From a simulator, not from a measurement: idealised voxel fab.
The following process module bears the name voxel wiring stack.
Xsec cut, 165 nm wide, square cell size 5 nm.
In what follows, cross-sections appear as grids of square cells, described through bands that run from the top down, where every band is one or more rows of cells.
Top height, bottom height, nm. Materials left to right, width each, nm. Single material + "throughout" = fills band edge to edge. "blank" = empty.
Convention: height 0 is the level below which the wafer, as received, is all one material. The lowest band does not terminate at the bottom but continues downward, represented as "0..down".
With a width like "30..40", each row of cells in the band differs from the next by the same amount, the top row carrying the first number and the bottom row the second.
"nothing different" after a step means that no cell of the cross-section changed.
In the "Sealed voids" entry, you get each enclosed empty space of 8 cells or more, one with no open way to the top, written width x height at distance, distance from the left edge, in nm.
If you see something after the settings on a step's line, that's the simulator's own remark about that step.
What "overlay nm" on a step's line means: if the step has a mask, that mask lay this far to the right of its planned place, or, when the value is negative, to the left.
Pairs follow: section before one process step, section after it down to the lowest changed band, step with settings underneath. Pairs may come from different runs of this module on the same starting wafer; continuity with the pair above only as stated in the "Status quo ante" entry.
STATUS QUO ANTE
0..down  Si throughout
Sealed voids: none
RESULTANT CROSS-SECTION
10..0  SiO2 throughout
Heights below 0 show no change.
Sealed voids: none
Which step turns the before cross-section above into the after cross-section? CONFORMAL_DEP with material SiO2, thk nm 10
Status quo ante: refer to the pair immediately above; the cross-section shown after its step is the state before this one.
RESULTANT CROSS-SECTION
15..10  SiCN throughout
Heights below 10 show no change.
Sealed voids: none
Which step turns the before cross-section above into the after cross-section? CONFORMAL_DEP with material SiCN, thk nm 5
Status quo ante: refer to the pair immediately above; the cross-section shown after its step is the state before this one.
RESULTANT CROSS-SECTION
35..15  lowk throughout
Heights below 15 show no change.
Sealed voids: none
Which step turns the before cross-section above into the after cross-section? DIRECTIONAL_DEP with material lowk, thk nm 20
Status quo ante: refer to the pair immediately above; the cross-section shown after its step is the state before this one.
RESULTANT CROSS-SECTION
35..15  35 nm lowk, then 20 nm blank, then 15 nm lowk, then 20 nm blank, then 15 nm lowk, then 20 nm blank, then 40 nm lowk
Heights below 15 show no change.
Sealed voids: none
Which step turns the before cross-section above into the after cross-section? MASKED_ETCH with tone open, mask id METAL_1, width nm 20, pitch nm 35, etch materials lowk, depth nm 20, overlay nm 0
Status quo ante: refer to the pair immediately above; the cross-section shown after its step is the state before this one.
RESULTANT CROSS-SECTION
35..15  35 nm lowk, then 20 nm blank, then 15 nm lowk, then 20 nm blank, then 15 nm lowk, then 20 nm blank, then 40 nm lowk
15..10  35 nm SiCN, then 20 nm blank, then 15 nm SiCN, then 20 nm blank, then 15 nm SiCN, then 20 nm blank, then 40 nm SiCN
Heights below 10 show no change.
Sealed voids: none
Which step turns the before cross-section above into the after cross-section? MASKED_ETCH with tone open, mask id METAL_1, width nm 20, pitch nm 35, etch materials SiCN, depth nm 5, overlay nm 0
Status quo ante: refer to the pair immediately above; the cross-section shown after its step is the state before this one.
RESULTANT CROSS-SECTION
40..35  40 nm TiN, then 10 nm blank, then 25 nm TiN, then 10 nm blank, then 25 nm TiN, then 10 nm blank, then 45 nm TiN
35..15  35 nm lowk, then 5 nm TiN, then 10 nm blank, then 5 nm TiN, then 15 nm lowk, then 5 nm TiN, then 10 nm blank, then 5 nm TiN, then 15 nm lowk, then 5 nm TiN, then 10 nm blank, then 5 nm TiN, then 40 nm lowk
15..10  35 nm SiCN, then 20 nm TiN, then 15 nm SiCN, then 20 nm TiN, then 15 nm SiCN, then 20 nm TiN, then 40 nm SiCN
Heights below 10 show no change.
Sealed voids: none
Which step turns the before cross-section above into the after cross-section? CONFORMAL_DEP with material TiN, thk nm 5
Status quo ante: refer to the pair immediately above; the cross-section shown after its step is the state before this one.
RESULTANT CROSS-SECTION
50..40  Ru throughout
40..35  40 nm TiN, then 10 nm Ru, then 25 nm TiN, then 10 nm Ru, then 25 nm TiN, then 10 nm Ru, then 45 nm TiN
35..15  35 nm lowk, then 5 nm TiN, then 10 nm Ru, then 5 nm TiN, then 15 nm lowk, then 5 nm TiN, then 10 nm Ru, then 5 nm TiN, then 15 nm lowk, then 5 nm TiN, then 10 nm Ru, then 5 nm TiN, then 40 nm lowk
Heights below 15 show no change.
Sealed voids: none
Which step turns the before cross-section above into the after cross-section? FILL_DEP with material Ru, thk nm 10
Status quo ante: refer to the pair immediately above; the cross-section shown after its step is the state before this one.
RESULTANT CROSS-SECTION
35..15  35 nm lowk, then 5 nm TiN, then 10 nm Ru, then 5 nm TiN, then 15 nm lowk, then 5 nm TiN, then 10 nm Ru, then 5 nm TiN, then 15 nm lowk, then 5 nm TiN, then 10 nm Ru, then 5 nm TiN, then 40 nm lowk
Heights below 15 show no change.
Sealed voids: none
Which step turns the before cross-section above into the after cross-section? CMP with height nm 35
Status quo ante: refer to the pair immediately above; the cross-section shown after its step is the state before this one.
RESULTANT CROSS-SECTION
40..35  SiCN throughout
Heights below 35 show no change.
Sealed voids: none
Which step turns the before cross-section above into the after cross-section? CONFORMAL_DEP with material SiCN, thk nm 5
Status quo ante: refer to the pair immediately above; the cross-section shown after its step is the state before this one.
RESULTANT CROSS-SECTION
75..40  SiO2 throughout
Heights below 40 show no change.
Sealed voids: none
Which step turns the before cross-section above into the after cross-section? DIRECTIONAL_DEP with material SiO2, thk nm 35
Status quo ante: refer to the pair immediately above; the cross-section shown after its step is the state before this one.
RESULTANT CROSS-SECTION
75..55  35 nm SiO2, then 20 nm blank, then 15 nm SiO2, then 20 nm blank, then 15 nm SiO2, then 20 nm blank, then 40 nm SiO2
Heights below 55 show no change.
Sealed voids: none
Which step turns the before cross-section above into the after cross-section? MASKED_ETCH with tone open, mask id METAL_2, width nm 20, pitch nm 35, etch materials SiO2, depth nm 20, overlay nm 0
Status quo ante: refer to the pair immediately above; the cross-section shown after its step is the state before this one.
RESULTANT CROSS-SECTION
75..55  35 nm SiO2, then 20 nm blank, then 15 nm SiO2, then 20 nm blank, then 15 nm SiO2, then 20 nm blank, then 40 nm SiO2
55..40  35 nm SiO2, then 15 nm blank, then 55 nm SiO2, then 15 nm blank, then 45 nm SiO2
Heights below 40 show no change.
Sealed voids: none
Which step turns the before cross-section above into the after cross-section? MASKED_ETCH with tone open, mask id METAL_2_HOLES, width nm 15, pitch nm 70, etch materials SiO2, depth nm 15, overlay nm 0
Status quo ante: refer to the pair immediately above; the cross-section shown after its step is the state before this one.
RESULTANT CROSS-SECTION
75..55  35 nm SiO2, then 20 nm blank, then 15 nm SiO2, then 20 nm blank, then 15 nm SiO2, then 20 nm blank, then 40 nm SiO2
55..40  35 nm SiO2, then 15 nm blank, then 55 nm SiO2, then 15 nm blank, then 45 nm SiO2
40..35  35 nm SiCN, then 15 nm blank, then 55 nm SiCN, then 15 nm blank, then 45 nm SiCN
Heights below 35 show no change.
Sealed voids: none
Which step turns the before cross-section above into the after cross-section? MASKED_ETCH with tone open, mask id METAL_2_HOLES, width nm 15, pitch nm 70, etch materials SiCN, depth nm 5, overlay nm 0
Status quo ante: refer to the pair immediately above; the cross-section shown after its step is the state before this one.
RESULTANT CROSS-SECTION
80..75  40 nm TiN, then 10 nm blank, then 25 nm TiN, then 10 nm blank, then 25 nm TiN, then 10 nm blank, then 45 nm TiN
75..60  35 nm SiO2, then 5 nm TiN, then 10 nm blank, then 5 nm TiN, then 15 nm SiO2, then 5 nm TiN, then 10 nm blank, then 5 nm TiN, then 15 nm SiO2, then 5 nm TiN, then 10 nm blank, then 5 nm TiN, then 40 nm SiO2
60..55  35 nm SiO2, then 5 nm TiN, then 5 nm blank, then 10 nm TiN, then 15 nm SiO2, then 20 nm TiN, then 15 nm SiO2, then 5 nm TiN, then 5 nm blank, then 10 nm TiN, then 40 nm SiO2
55..40  35 nm SiO2, then 5 nm TiN, then 5 nm blank, then 5 nm TiN, then 55 nm SiO2, then 5 nm TiN, then 5 nm blank, then 5 nm TiN, then 45 nm SiO2
40..35  35 nm SiCN, then 15 nm TiN, then 55 nm SiCN, then 15 nm TiN, then 45 nm SiCN
Heights below 35 show no change.
Sealed voids: none
Which step turns the before cross-section above into the after cross-section? CONFORMAL_DEP with material TiN, thk nm 5
Status quo ante: refer to the pair immediately above; the cross-section shown after its step is the state before this one.
RESULTANT CROSS-SECTION
85..80  Cu throughout
80..75  40 nm TiN, then 10 nm Cu, then 25 nm TiN, then 10 nm Cu, then 25 nm TiN, then 10 nm Cu, then 45 nm TiN
75..60  35 nm SiO2, then 5 nm TiN, then 10 nm Cu, then 5 nm TiN, then 15 nm SiO2, then 5 nm TiN, then 10 nm Cu, then 5 nm TiN, then 15 nm SiO2, then 5 nm TiN, then 10 nm Cu, then 5 nm TiN, then 40 nm SiO2
60..55  35 nm SiO2, then 5 nm TiN, then 5 nm Cu, then 10 nm TiN, then 15 nm SiO2, then 20 nm TiN, then 15 nm SiO2, then 5 nm TiN, then 5 nm Cu, then 10 nm TiN, then 40 nm SiO2
55..40  35 nm SiO2, then 5 nm TiN, then 5 nm Cu, then 5 nm TiN, then 55 nm SiO2, then 5 nm TiN, then 5 nm Cu, then 5 nm TiN, then 45 nm SiO2
Heights below 40 show no change.
Sealed voids: none
Which step turns the before cross-section above into the after cross-section? FILL_DEP with material Cu, thk nm 5
Status quo ante: refer to the pair immediately above; the cross-section shown after its step is the state before this one.
RESULTANT CROSS-SECTION
75..60  35 nm SiO2, then 5 nm TiN, then 10 nm Cu, then 5 nm TiN, then 15 nm SiO2, then 5 nm TiN, then 10 nm Cu, then 5 nm TiN, then 15 nm SiO2, then 5 nm TiN, then 10 nm Cu, then 5 nm TiN, then 40 nm SiO2
Heights below 60 show no change.
Sealed voids: none
Which step turns the before cross-section above into the after cross-section? CMP with height nm 75
Status quo ante: refer to the pair immediately above; the cross-section shown after its step is the state before this one.
RESULTANT CROSS-SECTION
80..75  SiCN throughout
Heights below 75 show no change.
Sealed voids: none
Which step turns the before cross-section above into the after cross-section? CONFORMAL_DEP with material SiCN, thk nm 5
STATUS QUO ANTE
50..40  Ru throughout
40..35  40 nm TiN, then 10 nm Ru, then 25 nm TiN, then 10 nm Ru, then 25 nm TiN, then 10 nm Ru, then 45 nm TiN
35..15  35 nm lowk, then 5 nm TiN, then 10 nm Ru, then 5 nm TiN, then 15 nm lowk, then 5 nm TiN, then 10 nm Ru, then 5 nm TiN, then 15 nm lowk, then 5 nm TiN, then 10 nm Ru, then 5 nm TiN, then 40 nm lowk
15..10  35 nm SiCN, then 20 nm TiN, then 15 nm SiCN, then 20 nm TiN, then 15 nm SiCN, then 20 nm TiN, then 40 nm SiCN
10..0  SiO2 throughout
0..down  Si throughout
Sealed voids: none
RESULTANT CROSS-SECTION
55..50  SiCN throughout
Heights below 50 show no change.
Sealed voids: none
Which step turns the before cross-section above into the after cross-section? CONFORMAL_DEP with material SiCN, thk nm 5
Status quo ante: refer to the pair immediately above; the cross-section shown after its step is the state before this one.
RESULTANT CROSS-SECTION
90..55  SiO2 throughout
Heights below 55 show no change.
Sealed voids: none
Which step turns the before cross-section above into the after cross-section? DIRECTIONAL_DEP with material SiO2, thk nm 35
Status quo ante: refer to the pair immediately above; the cross-section shown after its step is the state before this one.
RESULTANT CROSS-SECTION
90..70  35 nm SiO2, then 20 nm blank, then 15 nm SiO2, then 20 nm blank, then 15 nm SiO2, then 20 nm blank, then 40 nm SiO2
Heights below 70 show no change.
Sealed voids: none
Which step turns the before cross-section above into the after cross-section? MASKED_ETCH with tone open, mask id METAL_2, width nm 20, pitch nm 35, etch materials SiO2, depth nm 20, overlay nm 0
Status quo ante: refer to the pair immediately above; the cross-section shown after its step is the state before this one.
RESULTANT CROSS-SECTION
90..70  35 nm SiO2, then 20 nm blank, then 15 nm SiO2, then 20 nm blank, then 15 nm SiO2, then 20 nm blank, then 40 nm SiO2
70..55  35 nm SiO2, then 15 nm blank, then 55 nm SiO2, then 15 nm blank, then 45 nm SiO2
Heights below 55 show no change.
Sealed voids: none
Which step turns the before cross-section above into the after cross-section? MASKED_ETCH with tone open, mask id METAL_2_HOLES, width nm 15, pitch nm 70, etch materials SiO2, depth nm 15, overlay nm 0
Status quo ante: refer to the pair immediately above; the cross-section shown after its step is the state before this one.
RESULTANT CROSS-SECTION
90..70  35 nm SiO2, then 20 nm blank, then 15 nm SiO2, then 20 nm blank, then 15 nm SiO2, then 20 nm blank, then 40 nm SiO2
70..55  35 nm SiO2, then 15 nm blank, then 55 nm SiO2, then 15 nm blank, then 45 nm SiO2
55..50  35 nm SiCN, then 15 nm blank, then 55 nm SiCN, then 15 nm blank, then 45 nm SiCN
Heights below 50 show no change.
Sealed voids: none
Which step turns the before cross-section above into the after cross-section? MASKED_ETCH with tone open, mask id METAL_2_HOLES, width nm 15, pitch nm 70, etch materials SiCN, depth nm 5, overlay nm 0
Status quo ante: refer to the pair immediately above; the cross-section shown after its step is the state before this one.
RESULTANT CROSS-SECTION
95..90  40 nm TiN, then 10 nm blank, then 25 nm TiN, then 10 nm blank, then 25 nm TiN, then 10 nm blank, then 45 nm TiN
90..75  35 nm SiO2, then 5 nm TiN, then 10 nm blank, then 5 nm TiN, then 15 nm SiO2, then 5 nm TiN, then 10 nm blank, then 5 nm TiN, then 15 nm SiO2, then 5 nm TiN, then 10 nm blank, then 5 nm TiN, then 40 nm SiO2
75..70  35 nm SiO2, then 5 nm TiN, then 5 nm blank, then 10 nm TiN, then 15 nm SiO2, then 20 nm TiN, then 15 nm SiO2, then 5 nm TiN, then 5 nm blank, then 10 nm TiN, then 40 nm SiO2
70..55  35 nm SiO2, then 5 nm TiN, then 5 nm blank, then 5 nm TiN, then 55 nm SiO2, then 5 nm TiN, then 5 nm blank, then 5 nm TiN, then 45 nm SiO2
55..50  35 nm SiCN, then 15 nm TiN, then 55 nm SiCN, then 15 nm TiN, then 45 nm SiCN
Heights below 50 show no change.
Sealed voids: none
Which step turns the before cross-section above into the after cross-section? CONFORMAL_DEP with material TiN, thk nm 5
Status quo ante: refer to the pair immediately above; the cross-section shown after its step is the state before this one.
RESULTANT CROSS-SECTION
100..95  Cu throughout
95..90  40 nm TiN, then 10 nm Cu, then 25 nm TiN, then 10 nm Cu, then 25 nm TiN, then 10 nm Cu, then 45 nm TiN
90..75  35 nm SiO2, then 5 nm TiN, then 10 nm Cu, then 5 nm TiN, then 15 nm SiO2, then 5 nm TiN, then 10 nm Cu, then 5 nm TiN, then 15 nm SiO2, then 5 nm TiN, then 10 nm Cu, then 5 nm TiN, then 40 nm SiO2
75..70  35 nm SiO2, then 5 nm TiN, then 5 nm Cu, then 10 nm TiN, then 15 nm SiO2, then 20 nm TiN, then 15 nm SiO2, then 5 nm TiN, then 5 nm Cu, then 10 nm TiN, then 40 nm SiO2
70..55  35 nm SiO2, then 5 nm TiN, then 5 nm Cu, then 5 nm TiN, then 55 nm SiO2, then 5 nm TiN, then 5 nm Cu, then 5 nm TiN, then 45 nm SiO2
Heights below 55 show no change.
Sealed voids: none
Which step turns the before cross-section above into the after cross-section? FILL_DEP with material Cu, thk nm 5
Status quo ante: refer to the pair immediately above; the cross-section shown after its step is the state before this one.
RESULTANT CROSS-SECTION
75..70  35 nm SiO2, then 5 nm TiN, then 5 nm Cu, then 10 nm TiN, then 15 nm SiO2, then 20 nm TiN, then 15 nm SiO2, then 5 nm TiN, then 5 nm Cu, then 10 nm TiN, then 40 nm SiO2
Heights below 70 show no change.
Sealed voids: none
Which step turns the before cross-section above into the after cross-section? CMP with height nm 75
Status quo ante: refer to the pair immediately above; the cross-section shown after its step is the state before this one.
RESULTANT CROSS-SECTION
80..75  SiCN throughout
Heights below 75 show no change.
Sealed voids: none
Which step turns the before cross-section above into the after cross-section? CONFORMAL_DEP with material SiCN, thk nm 5
STATUS QUO ANTE
75..40  SiO2 throughout
40..35  SiCN throughout
35..15  35 nm lowk, then 5 nm TiN, then 10 nm Ru, then 5 nm TiN, then 15 nm lowk, then 5 nm TiN, then 10 nm Ru, then 5 nm TiN, then 15 nm lowk, then 5 nm TiN, then 10 nm Ru, then 5 nm TiN, then 40 nm lowk
15..10  35 nm SiCN, then 20 nm TiN, then 15 nm SiCN, then 20 nm TiN, then 15 nm SiCN, then 20 nm TiN, then 40 nm SiCN
10..0  SiO2 throughout
0..down  Si throughout
Sealed voids: none
RESULTANT CROSS-SECTION
110..40  SiO2 throughout
Heights below 40 show no change.
Sealed voids: none
Which step turns the before cross-section above into the after cross-section? DIRECTIONAL_DEP with material SiO2, thk nm 35
Status quo ante: refer to the pair immediately above; the cross-section shown after its step is the state before this one.
RESULTANT CROSS-SECTION
110..90  35 nm SiO2, then 20 nm blank, then 15 nm SiO2, then 20 nm blank, then 15 nm SiO2, then 20 nm blank, then 40 nm SiO2
Heights below 90 show no change.
Sealed voids: none
Which step turns the before cross-section above into the after cross-section? MASKED_ETCH with tone open, mask id METAL_2, width nm 20, pitch nm 35, etch materials SiO2, depth nm 20, overlay nm 0
Status quo ante: refer to the pair immediately above; the cross-section shown after its step is the state before this one.
RESULTANT CROSS-SECTION
110..90  35 nm SiO2, then 20 nm blank, then 15 nm SiO2, then 20 nm blank, then 15 nm SiO2, then 20 nm blank, then 40 nm SiO2
90..75  35 nm SiO2, then 15 nm blank, then 55 nm SiO2, then 15 nm blank, then 45 nm SiO2
Heights below 75 show no change.
Sealed voids: none
Which step turns the before cross-section above into the after cross-section? MASKED_ETCH with tone open, mask id METAL_2_HOLES, width nm 15, pitch nm 70, etch materials SiO2, depth nm 15, overlay nm 0
Status quo ante: refer to the pair immediately above; the cross-section shown after its step is the state before this one.
RESULTANT CROSS-SECTION
115..110  40 nm TiN, then 10 nm blank, then 25 nm TiN, then 10 nm blank, then 25 nm TiN, then 10 nm blank, then 45 nm TiN
110..95  35 nm SiO2, then 5 nm TiN, then 10 nm blank, then 5 nm TiN, then 15 nm SiO2, then 5 nm TiN, then 10 nm blank, then 5 nm TiN, then 15 nm SiO2, then 5 nm TiN, then 10 nm blank, then 5 nm TiN, then 40 nm SiO2
95..90  35 nm SiO2, then 5 nm TiN, then 5 nm blank, then 10 nm TiN, then 15 nm SiO2, then 20 nm TiN, then 15 nm SiO2, then 5 nm TiN, then 5 nm blank, then 10 nm TiN, then 40 nm SiO2
90..80  35 nm SiO2, then 5 nm TiN, then 5 nm blank, then 5 nm TiN, then 55 nm SiO2, then 5 nm TiN, then 5 nm blank, then 5 nm TiN, then 45 nm SiO2
80..75  35 nm SiO2, then 15 nm TiN, then 55 nm SiO2, then 15 nm TiN, then 45 nm SiO2
Heights below 75 show no change.
Sealed voids: none
Which step turns the before cross-section above into the after cross-section? CONFORMAL_DEP with material TiN, thk nm 5
Status quo ante: refer to the pair immediately above; the cross-section shown after its step is the state before this one.
RESULTANT CROSS-SECTION
120..115  Cu throughout
115..110  40 nm TiN, then 10 nm Cu, then 25 nm TiN, then 10 nm Cu, then 25 nm TiN, then 10 nm Cu, then 45 nm TiN
110..95  35 nm SiO2, then 5 nm TiN, then 10 nm Cu, then 5 nm TiN, then 15 nm SiO2, then 5 nm TiN, then 10 nm Cu, then 5 nm TiN, then 15 nm SiO2, then 5 nm TiN, then 10 nm Cu, then 5 nm TiN, then 40 nm SiO2
95..90  35 nm SiO2, then 5 nm TiN, then 5 nm Cu, then 10 nm TiN, then 15 nm SiO2, then 20 nm TiN, then 15 nm SiO2, then 5 nm TiN, then 5 nm Cu, then 10 nm TiN, then 40 nm SiO2
90..80  35 nm SiO2, then 5 nm TiN, then 5 nm Cu, then 5 nm TiN, then 55 nm SiO2, then 5 nm TiN, then 5 nm Cu, then 5 nm TiN, then 45 nm SiO2
Heights below 80 show no change.
Sealed voids: none
Which step turns the before cross-section above into the after cross-section? FILL_DEP with material Cu, thk nm 5
Status quo ante: refer to the pair immediately above; the cross-section shown after its step is the state before this one.
RESULTANT CROSS-SECTION
75..40  SiO2 throughout
Heights below 40 show no change.
Sealed voids: none
Which step turns the before cross-section above into the after cross-section? CMP with height nm 75
Status quo ante: refer to the pair immediately above; the cross-section shown after its step is the state before this one.
RESULTANT CROSS-SECTION
80..75  SiCN throughout
Heights below 75 show no change.
Sealed voids: none
Which step turns the before cross-section above into the after cross-section? CONFORMAL_DEP with material SiCN, thk nm 5
STATUS QUO ANTE
35..15  35 nm lowk, then 5 nm TiN, then 10 nm Ru, then 5 nm TiN, then 15 nm lowk, then 5 nm TiN, then 10 nm Ru, then 5 nm TiN, then 15 nm lowk, then 5 nm TiN, then 10 nm Ru, then 5 nm TiN, then 40 nm lowk
15..10  35 nm SiCN, then 20 nm TiN, then 15 nm SiCN, then 20 nm TiN, then 15 nm SiCN, then 20 nm TiN, then 40 nm SiCN
10..0  SiO2 throughout
0..down  Si throughout
Sealed voids: none
RESULTANT CROSS-SECTION
70..35  SiO2 throughout
Heights below 35 show no change.
Sealed voids: none
Which step turns the before cross-section above into the after cross-section? DIRECTIONAL_DEP with material SiO2, thk nm 35
Status quo ante: refer to the pair immediately above; the cross-section shown after its step is the state before this one.
RESULTANT CROSS-SECTION
75..70  SiCN throughout
Heights below 70 show no change.
Sealed voids: none
Which step turns the before cross-section above into the after cross-section? CONFORMAL_DEP with material SiCN, thk nm 5
Status quo ante: refer to the pair immediately above; the cross-section shown after its step is the state before this one.
RESULTANT CROSS-SECTION
75..70  35 nm SiCN, then 15 nm blank, then 55 nm SiCN, then 15 nm blank, then 45 nm SiCN
Heights below 70 show no change.
Sealed voids: none
Which step turns the before cross-section above into the after cross-section? MASKED_ETCH with tone open, mask id METAL_2_HOLES, width nm 15, pitch nm 70, etch materials SiCN, depth nm 5, overlay nm 0
Status quo ante: refer to the pair immediately above; the cross-section shown after its step is the state before this one.
RESULTANT CROSS-SECTION
80..75  40 nm TiN, then 5 nm blank, then 65 nm TiN, then 5 nm blank, then 50 nm TiN
75..70  35 nm SiCN, then 15 nm TiN, then 55 nm SiCN, then 15 nm TiN, then 45 nm SiCN
Heights below 70 show no change.
Sealed voids: none
Which step turns the before cross-section above into the after cross-section? CONFORMAL_DEP with material TiN, thk nm 5
Status quo ante: refer to the pair immediately above; the cross-section shown after its step is the state before this one.
RESULTANT CROSS-SECTION
85..80  Cu throughout
80..75  40 nm TiN, then 5 nm Cu, then 65 nm TiN, then 5 nm Cu, then 50 nm TiN
Heights below 75 show no change.
Sealed voids: none
Which step turns the before cross-section above into the after cross-section? FILL_DEP with material Cu, thk nm 5
Status quo ante: refer to the pair immediately above; the cross-section shown after its step is the state before this one.
RESULTANT CROSS-SECTION
75..70  35 nm SiCN, then 15 nm TiN, then 55 nm SiCN, then 15 nm TiN, then 45 nm SiCN
Heights below 70 show no change.
Sealed voids: none
Which step turns the before cross-section above into the after cross-section? CMP with height nm 75
Status quo ante: refer to the pair immediately above; the cross-section shown after its step is the state before this one.
RESULTANT CROSS-SECTION
80..75  SiCN throughout
Heights below 75 show no change.
Sealed voids: none
Which step turns the before cross-section above into the after cross-section? CONFORMAL_DEP with material SiCN, thk nm 5
STATUS QUO ANTE
40..35  SiCN throughout
35..15  35 nm lowk, then 5 nm TiN, then 10 nm Ru, then 5 nm TiN, then 15 nm lowk, then 5 nm TiN, then 10 nm Ru, then 5 nm TiN, then 15 nm lowk, then 5 nm TiN, then 10 nm Ru, then 5 nm TiN, then 40 nm lowk
15..10  35 nm SiCN, then 20 nm TiN, then 15 nm SiCN, then 20 nm TiN, then 15 nm SiCN, then 20 nm TiN, then 40 nm SiCN
10..0  SiO2 throughout
0..down  Si throughout
Sealed voids: none
RESULTANT CROSS-SECTION
70..40  SiO2 throughout
Heights below 40 show no change.
Sealed voids: none
Which step turns the before cross-section above into the after cross-section? DIRECTIONAL_DEP with material SiO2, thk nm 30
Status quo ante: refer to the pair immediately above; the cross-section shown after its step is the state before this one.
RESULTANT CROSS-SECTION
70..50  35 nm SiO2, then 20 nm blank, then 15 nm SiO2, then 20 nm blank, then 15 nm SiO2, then 20 nm blank, then 40 nm SiO2
Heights below 50 show no change.
Sealed voids: none
Which step turns the before cross-section above into the after cross-section? MASKED_ETCH with tone open, mask id METAL_2, width nm 20, pitch nm 35, etch materials SiO2, depth nm 20, overlay nm 0
Status quo ante: refer to the pair immediately above; the cross-section shown after its step is the state before this one.
RESULTANT CROSS-SECTION
70..50  35 nm SiO2, then 20 nm blank, then 15 nm SiO2, then 20 nm blank, then 15 nm SiO2, then 20 nm blank, then 40 nm SiO2
50..40  35 nm SiO2, then 15 nm blank, then 55 nm SiO2, then 15 nm blank, then 45 nm SiO2
Heights below 40 show no change.
Sealed voids: none
Which step turns the before cross-section above into the after cross-section? MASKED_ETCH with tone open, mask id METAL_2_HOLES, width nm 15, pitch nm 70, etch materials SiO2, depth nm 15, overlay nm 0
Status quo ante: refer to the pair immediately above; the cross-section shown after its step is the state before this one.
RESULTANT CROSS-SECTION
70..50  35 nm SiO2, then 20 nm blank, then 15 nm SiO2, then 20 nm blank, then 15 nm SiO2, then 20 nm blank, then 40 nm SiO2
50..40  35 nm SiO2, then 15 nm blank, then 55 nm SiO2, then 15 nm blank, then 45 nm SiO2
40..35  35 nm SiCN, then 15 nm blank, then 55 nm SiCN, then 15 nm blank, then 45 nm SiCN
Heights below 35 show no change.
Sealed voids: none
Which step turns the before cross-section above into the after cross-section? MASKED_ETCH with tone open, mask id METAL_2_HOLES, width nm 15, pitch nm 70, etch materials SiCN, depth nm 5, overlay nm 0
Status quo ante: refer to the pair immediately above; the cross-section shown after its step is the state before this one.
RESULTANT CROSS-SECTION
75..70  40 nm TiN, then 10 nm blank, then 25 nm TiN, then 10 nm blank, then 25 nm TiN, then 10 nm blank, then 45 nm TiN
70..55  35 nm SiO2, then 5 nm TiN, then 10 nm blank, then 5 nm TiN, then 15 nm SiO2, then 5 nm TiN, then 10 nm blank, then 5 nm TiN, then 15 nm SiO2, then 5 nm TiN, then 10 nm blank, then 5 nm TiN, then 40 nm SiO2
55..50  35 nm SiO2, then 5 nm TiN, then 5 nm blank, then 10 nm TiN, then 15 nm SiO2, then 20 nm TiN, then 15 nm SiO2, then 5 nm TiN, then 5 nm blank, then 10 nm TiN, then 40 nm SiO2
50..40  35 nm SiO2, then 5 nm TiN, then 5 nm blank, then 5 nm TiN, then 55 nm SiO2, then 5 nm TiN, then 5 nm blank, then 5 nm TiN, then 45 nm SiO2
40..35  35 nm SiCN, then 15 nm TiN, then 55 nm SiCN, then 15 nm TiN, then 45 nm SiCN
Heights below 35 show no change.
Sealed voids: none
Which step turns the before cross-section above into the after cross-section? CONFORMAL_DEP with material TiN, thk nm 5
Status quo ante: refer to the pair immediately above; the cross-section shown after its step is the state before this one.
RESULTANT CROSS-SECTION
80..75  Cu throughout
75..70  40 nm TiN, then 10 nm Cu, then 25 nm TiN, then 10 nm Cu, then 25 nm TiN, then 10 nm Cu, then 45 nm TiN
70..55  35 nm SiO2, then 5 nm TiN, then 10 nm Cu, then 5 nm TiN, then 15 nm SiO2, then 5 nm TiN, then 10 nm Cu, then 5 nm TiN, then 15 nm SiO2, then 5 nm TiN, then 10 nm Cu, then 5 nm TiN, then 40 nm SiO2
55..50  35 nm SiO2, then 5 nm TiN, then 5 nm Cu, then 10 nm TiN, then 15 nm SiO2, then 20 nm TiN, then 15 nm SiO2, then 5 nm TiN, then 5 nm Cu, then 10 nm TiN, then 40 nm SiO2
50..40  35 nm SiO2, then 5 nm TiN, then 5 nm Cu, then 5 nm TiN, then 55 nm SiO2, then 5 nm TiN, then 5 nm Cu, then 5 nm TiN, then 45 nm SiO2
Heights below 40 show no change.
Sealed voids: none
Which step turns the before cross-section above into the after cross-section? FILL_DEP with material Cu, thk nm 5
Status quo ante: refer to the pair immediately above; the cross-section shown after its step is the state before this one.
RESULTANT CROSS-SECTION
75..70  40 nm TiN, then 10 nm Cu, then 25 nm TiN, then 10 nm Cu, then 25 nm TiN, then 10 nm Cu, then 45 nm TiN
Heights below 70 show no change.
Sealed voids: none
Which step turns the before cross-section above into the after cross-section? CMP with height nm 75
Status quo ante: refer to the pair immediately above; the cross-section shown after its step is the state before this one.
RESULTANT CROSS-SECTION
80..75  SiCN throughout
Heights below 75 show no change.
Sealed voids: none
Which step turns the before cross-section above into the after cross-section? CONFORMAL_DEP with material SiCN, thk nm 5
STATUS QUO ANTE
75..40  SiO2 throughout
40..35  SiCN throughout
35..15  35 nm lowk, then 5 nm TiN, then 10 nm Ru, then 5 nm TiN, then 15 nm lowk, then 5 nm TiN, then 10 nm Ru, then 5 nm TiN, then 15 nm lowk, then 5 nm TiN, then 10 nm Ru, then 5 nm TiN, then 40 nm lowk
15..10  35 nm SiCN, then 20 nm TiN, then 15 nm SiCN, then 20 nm TiN, then 15 nm SiCN, then 20 nm TiN, then 40 nm SiCN
10..0  SiO2 throughout
0..down  Si throughout
Sealed voids: none
RESULTANT CROSS-SECTION
75..55  40 nm SiO2, then 15 nm blank, then 20 nm SiO2, then 15 nm blank, then 20 nm SiO2, then 15 nm blank, then 40 nm SiO2
Heights below 55 show no change.
Sealed voids: none
Which step turns the before cross-section above into the after cross-section? MASKED_ETCH with tone open, mask id METAL_2, width nm 15, pitch nm 35, etch materials SiO2, depth nm 20, overlay nm 0
Status quo ante: refer to the pair immediately above; the cross-section shown after its step is the state before this one.
RESULTANT CROSS-SECTION
75..60  35 nm SiO2, then 20 nm blank, then 20 nm SiO2, then 15 nm blank, then 15 nm SiO2, then 20 nm blank, then 40 nm SiO2
60..55  40 nm SiO2, then 15 nm blank, then 20 nm SiO2, then 15 nm blank, then 20 nm SiO2, then 15 nm blank, then 40 nm SiO2
55..40  40 nm SiO2, then 10 nm blank, then 60 nm SiO2, then 10 nm blank, then 45 nm SiO2
Heights below 40 show no change.
Sealed voids: none
Which step turns the before cross-section above into the after cross-section? MASKED_ETCH with tone open, mask id METAL_2_HOLES, width nm 15, pitch nm 70, etch materials SiO2, depth nm 15, overlay nm 0
